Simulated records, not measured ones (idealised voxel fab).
The name of this process module is voxel gate over fins.
This is section cut - it's 275 nm across, gridded in 5 nm square cells.
Just so we're on the same page, the cross-sections are grids of square cells, and they're listed out in bands top to bottom, each band one or more rows deep. Band: top height; bottom height; in nm. Then, left to right: material with width in nm, for each material. "throughout": a single material spanning edge to edge. "blank": empty space. Heights are measured from 0, the level below which the as-received wafer is all one material; the lowest band has no bottom and continues downward, written as in "0..down". Note: "30->40" means the width goes from the first number (top row of the band) to the second number (bottom row) in equal steps per row of cells. Take "remains unaltered" at face value: in the step it is given for, the cross-section changed in none of its cells. Closed empty spaces (no open way to the top) of 8 cells or more are what "Closed voids list" lists, each as width x height at distance from the left edge, nm for all three. That trailing text on a step's line, after the settings, is the simulator's own remark on the step. Regarding "overlay nm": on a step with a mask, it is the distance the mask lay to the right of its planned place; a negative value places it to the left.

**Process steps foreseen in the plan**
1. RECEIVE: material Si
2. CONFORMAL_DEP: material SiN, thk nm 10
3. MASKED_ETCH: tone cover, mask id FINS, width nm 15, pitch nm 40, etch materials SiN, depth nm 10, overlay nm 0
4. MASKED_ETCH: tone cover, mask id FINS, width nm 15, pitch nm 40, etch materials Si, depth nm 35, overlay nm 0
5. FILL_DEP: material SiO2, thk nm 15
6. CMP: height nm 10
7. SELECTIVE_ETCH: etch materials SiO2, depth nm 25
8. STRIP: etch materials SiN
9. CONFORMAL_DEP: material HfO2, thk nm 5
10. CONFORMAL_DEP: material TiN, thk nm 5
11. FILL_DEP: material W, thk nm 10
12. CMP: height nm 15
13. CONFORMAL_DEP: material SiN, thk nm 10

**On the first of the two wafers: run conducted according to plan**

**As-received wafer cross-section (after step 1)**
  0..down = Si throughout
  Closed voids list: none

**Step 2 done - wafer cross-section**
  10..0 = SiN throughout
  Beneath the level 0, the cross-section is identical to its previous state.

**Step 3 done - wafer cross-section**
  10..0 = 110 blank  15 SiN  25 blank  15 SiN  110 blank
  Beneath the level 0, the cross-section is identical to its previous state.

**Step 4 done - wafer cross-section**
  10..0 = 110 blank  15 SiN  25 blank  15 SiN  110 blank
  0..-35 = 110 blank  15 Si  25 blank  15 Si  110 blank
  Beneath the level -35, the cross-section is identical to its previous state.

**Step 5 done - wafer cross-section**
  25..10 = SiO2 throughout
  10..0 = 110 SiO2  15 SiN  25 SiO2  15 SiN  110 SiO2
  0..-35 = 110 SiO2  15 Si  25 SiO2  15 Si  110 SiO2
  Beneath the level -35, the cross-section is identical to its previous state.

**Step 6 done - wafer cross-section**
  10..0 = 110 SiO2  15 SiN  25 SiO2  15 SiN  110 SiO2
  Beneath the level 0, the cross-section is identical to its previous state.

**Step 7 done - wafer cross-section**
  10..0 = 110 blank  15 SiN  25 blank  15 SiN  110 blank
  0..-15 = 110 blank  15 Si  25 blank  15 Si  110 blank
  Beneath the level -15, the cross-section is identical to its previous state.

**Step 8 done - wafer cross-section**
  0..-15 = 110 blank  15 Si  25 blank  15 Si  110 blank
  Beneath the level -15, the cross-section is identical to its previous state.

**Step 9 done - wafer cross-section**
  5..0 = 105 blank  25 HfO2  15 blank  25 HfO2  105 blank
  0..-10 = 105 blank  5 HfO2  15 Si  5 HfO2  15 blank  5 HfO2  15 Si  5 HfO2  105 blank
  -10..-15 = 110 HfO2  15 Si  25 HfO2  15 Si  110 HfO2
  Beneath the level -15, the cross-section is identical to its previous state.

**Step 10 done - wafer cross-section**
  10..5 = 100 blank  35 TiN  5 blank  35 TiN  100 blank
  5..0 = 100 blank  5 TiN  25 HfO2  5 TiN  5 blank  5 TiN  25 HfO2  5 TiN  100 blank
  0..-5 = 100 blank  5 TiN  5 HfO2  15 Si  5 HfO2  5 TiN  5 blank  5 TiN  5 HfO2  15 Si  5 HfO2  5 TiN  100 blank
  -5..-10 = 105 TiN  5 HfO2  15 Si  5 HfO2  15 TiN  5 HfO2  15 Si  5 HfO2  105 TiN
  Beneath the level -10, the cross-section is identical to its previous state.

**Step 11 done - wafer cross-section**
  20..10 = W throughout
  10..5 = 100 W  35 TiN  5 W  35 TiN  100 W
  5..0 = 100 W  5 TiN  25 HfO2  5 TiN  5 W  5 TiN  25 HfO2  5 TiN  100 W
  0..-5 = 100 W  5 TiN  5 HfO2  15 Si  5 HfO2  5 TiN  5 W  5 TiN  5 HfO2  15 Si  5 HfO2  5 TiN  100 W
  Beneath the level -5, the cross-section is identical to its previous state.

**Step 12 done - wafer cross-section**
  15..10 = W throughout
  Beneath the level 10, the cross-section is identical to its previous state.

**Step 13 done - wafer cross-section**
  25..15 = SiN throughout
  Beneath the level 15, the cross-section is identical to its previous state.

**The second wafer: identical to the first at the outset and in its planned sequence, differing only in that one mistake was made during processing; up to and including step 4, its path is the first wafer's path**

**Second wafer, cross-section, planned end of step 5**
  25..10 = HfO2 throughout
  10..0 = 110 HfO2  15 SiN  25 HfO2  15 SiN  110 HfO2
  0..-35 = 110 HfO2  15 Si  25 HfO2  15 Si  110 HfO2
  Beneath the level -35, the cross-section is identical to its previous state.

**Second wafer, cross-section, planned end of step 6**
  10..0 = 110 HfO2  15 SiN  25 HfO2  15 SiN  110 HfO2
  Beneath the level 0, the cross-section is identical to its previous state.

Second wafer, cross-section, planned end of step 7: remains unaltered

**Second wafer, cross-section, planned end of step 8**
  10..0 = 110 HfO2  15 blank  25 HfO2  15 blank  110 HfO2
  Beneath the level 0, the cross-section is identical to its previous state.

**Second wafer, cross-section, planned end of step 9**
  15..5 = 115 HfO2  5 blank  35 HfO2  5 blank  115 HfO2
  5..0 = HfO2 throughout
  Beneath the level 0, the cross-section is identical to its previous state.

**Second wafer, cross-section, planned end of step 10**
  20..15 = TiN throughout
  15..5 = 115 HfO2  5 TiN  35 HfO2  5 TiN  115 HfO2
  Beneath the level 5, the cross-section is identical to its previous state.

**Second wafer, cross-section, planned end of step 11**
  30..20 = W throughout
  Beneath the level 20, the cross-section is identical to its previous state.

**Second wafer, cross-section, planned end of step 12**
  15..5 = 115 HfO2  5 TiN  35 HfO2  5 TiN  115 HfO2
  Beneath the level 5, the cross-section is identical to its previous state.

**Second wafer, cross-section, planned end of step 13**
  25..15 = SiN throughout
  Beneath the level 15, the cross-section is identical to its previous state.
What was the processing mistake? step 5 deviated from plan and actually ran as FILL_DEP: material HfO2, thk nm 15
At the finish, the second wafer shows more or fewer cells for some materials than the first does: HfO2: 437 more, SiO2: 196 fewer, TiN: 63 fewer, W: 178 fewer
